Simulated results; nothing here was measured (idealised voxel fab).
Title: Process Module voxel plated lines
FYI the section here is cut, 140 nm wide, cells are 5 nm squares.
A cross-section in this document is a grid of square cells, and it is written down as bands, the top band listed before the ones below it; a band is made up of one or more rows of cells. Heads up on the band format: heights come first, top then bottom, in nm. After that it's the materials left to right, each with its width in nm. A single material flagged "all across" fills the whole band edge to edge, and "blank" means there's empty space there. For the purposes of this specification, 0 denotes the height below which the wafer in its as-received condition is composed wholly of one material, and the lowermost band, lacking a lower limit, extends downward without end, as expressed in "0..down". The expression "30 to 40" gives the width at the extremes of the band, the first number at its top row of cells and the second at its bottom row, with the width changing by equal amounts from each row to the next in between. "changes: none", as given for a step, is the statement that not any cell of the cross-section underwent a change during that step. Empty spaces without an open route to the top, at least 8 cells in extent, make up the entry "Sealed voids"; each is given as width x height at distance, where the distance is measured from the left edge, and all are in nm. On each step's line, the part that comes after the settings is the simulator's own comment on the step. "overlay nm" on a masked step: distance the mask lay right of its planned place, negative for left.
-- The steps planned for the process are as follows
1. RECEIVE (material Si)
2. CONFORMAL_DEP (material Al2O3; thk nm 5)
3. DIRECTIONAL_DEP (material TiN; thk nm 5)
4. PATTERN (tone open; mask id LINES; material resist; width nm 20; pitch nm 35; thk nm 15; overlay nm 0)
5. EPI (material Ru; thk nm 5)
6. STRIP (etch materials resist)
7. DIRECTIONAL_ETCH (etch materials TiN; depth nm 5)
8. CONFORMAL_DEP (material SiCN; thk nm 10)
-- This is the cross-section of the wafer as we received it, i.e. after step 1
    0..down | Si all across
    Sealed voids: none
-- As-planned run: cross-section of the first of two wafers at end of module
    25..15 | blank: 15; SiCN: 110; blank: 15
    15..10 | SiCN: 25; Ru: 20; SiCN: 15; Ru: 20; SiCN: 15; Ru: 20; SiCN: 25
    10..5 | SiCN: 25; TiN: 20; SiCN: 15; TiN: 20; SiCN: 15; TiN: 20; SiCN: 25
    5..0 | Al2O3 all across
    0..down | Si all across
    Sealed voids: none
-- Cross-section of the latter of the two wafers at module completion. It had an identical start and an identical plan to the former; in running it, one mistake was made
    25..15 | blank: 20; SiCN: 105; blank: 15
    15..10 | SiCN: 30; Ru: 15; SiCN: 20; Ru: 15; SiCN: 20; Ru: 15; SiCN: 25
    10..5 | SiCN: 30; TiN: 15; SiCN: 20; TiN: 15; SiCN: 20; TiN: 15; SiCN: 25
    5..0 | Al2O3 all across
    0..down | Si all across
    Sealed voids: none
Diagnosis: in deviation from the planned setting, step 4 was conducted as PATTERN (tone open; mask id LINES; material resist; width nm 15; pitch nm 35; thk nm 15; overlay nm 0)
Bottom line after processing is that, in cells, the second wafer is up or down on some materials versus the first: 3 fewer of Ru | 4 more of SiCN | 3 fewer of TiN
